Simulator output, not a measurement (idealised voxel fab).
Process module under the name voxel ribs on slabs
Cross-section cut: width 185 nm, square cells of 5 nm.
If you're reading a cross-section in this doc, picture square cells in a grid; it comes to you as bands, top ones listed first down to the bottom, and a band can be one or more rows of cells.
Band: top and bottom heights (nm) first, top before bottom; then materials from left to right, widths in nm. "edge to edge" marks a sole material filling the band edge to edge. "air" denotes empty space.
Heights are measured from 0, the level below which the as-received wafer is all one material; the lowest band has no bottom and continues downward, written as in "z 0 and below".
Width spec "30 to 40" -> top row of cells at first value, bottom row at second value, equal per-row change in between.
"stayed the same", as given for a step, is the statement that not any cell of the cross-section underwent a change during that step.
This entry, "Sealed void list", enumerates those empty regions of no fewer than 8 cells that possess no open connection to the top. Each region is reported in the form width x height at distance, the distance being taken from the left edge, with all three quantities expressed in nm.
It should be noted that, on the line of a given step, the content following the step's settings is a remark produced by the simulator itself with respect to that step.
"overlay nm" on a masked step: distance the mask lay right of its planned place, negative for left.
### Process steps - plan
1) RECEIVE, material Si
2) DIRECTIONAL_DEP, material SiO2, thk nm 20
3) DIRECTIONAL_DEP, material SiN, thk nm 15
4) PATTERN, tone cover, mask id RIB, material resist, width nm 15, thk nm 20, overlay nm 0
5) DIRECTIONAL_ETCH, etch materials SiN, depth nm 5
6) STRIP, etch materials resist
7) DIRECTIONAL_DEP, material aC, thk nm 10
8) PATTERN, tone cover, mask id SLAB, material resist, width nm 65, thk nm 30, overlay nm 0
9) DIRECTIONAL_ETCH, etch materials aC, depth nm 10
10) STRIP, etch materials resist
11) DIRECTIONAL_ETCH, etch materials SiN, depth nm 10
12) STRIP, etch materials aC
13) FILL_DEP, material SiO2, thk nm 20
14) CMP, height nm 50
15) DIRECTIONAL_DEP, material TiN, thk nm 5
16) DIRECTIONAL_DEP, material aC, thk nm 15
17) PATTERN, tone cover, mask id HEATER, material resist, width nm 25, thk nm 30, overlay nm -15
18) DIRECTIONAL_ETCH, etch materials aC, depth nm 15
19) STRIP, etch materials resist
20) DIRECTIONAL_ETCH, etch materials TiN, depth nm 5
21) STRIP, etch materials aC
22) CONFORMAL_DEP, material SiO2, thk nm 5
Split variable: overlay nm, step 17. Plan value = first wafer. Wafers start alike.
### Here's the first of the wafers in cross-section, just as we got it, i.e. after step 1
> z 0 and below  Si edge to edge
> Sealed void list: none
### Quick key for the table: a row per wafer, taken at the end of the module. For each material it tells you how many cells the wafer gained (+) or lost (-) since it came in, and the closed voids come after
overlay nm -15; +29 SiN; +380 SiO2; +5 TiN; Sealed void list: none
overlay nm -10; +29 SiN; +380 SiO2; +5 TiN; Sealed void list: none
overlay nm -5; +29 SiN; +380 SiO2; +5 TiN; Sealed void list: none
overlay nm 0; +29 SiN; +380 SiO2; +5 TiN; Sealed void list: none
overlay nm 5; +29 SiN; +380 SiO2; +5 TiN; Sealed void list: none
overlay nm 10; +29 SiN; +380 SiO2; +5 TiN; Sealed void list: none
overlay nm 15; +29 SiN; +380 SiO2; +5 TiN; Sealed void list: none
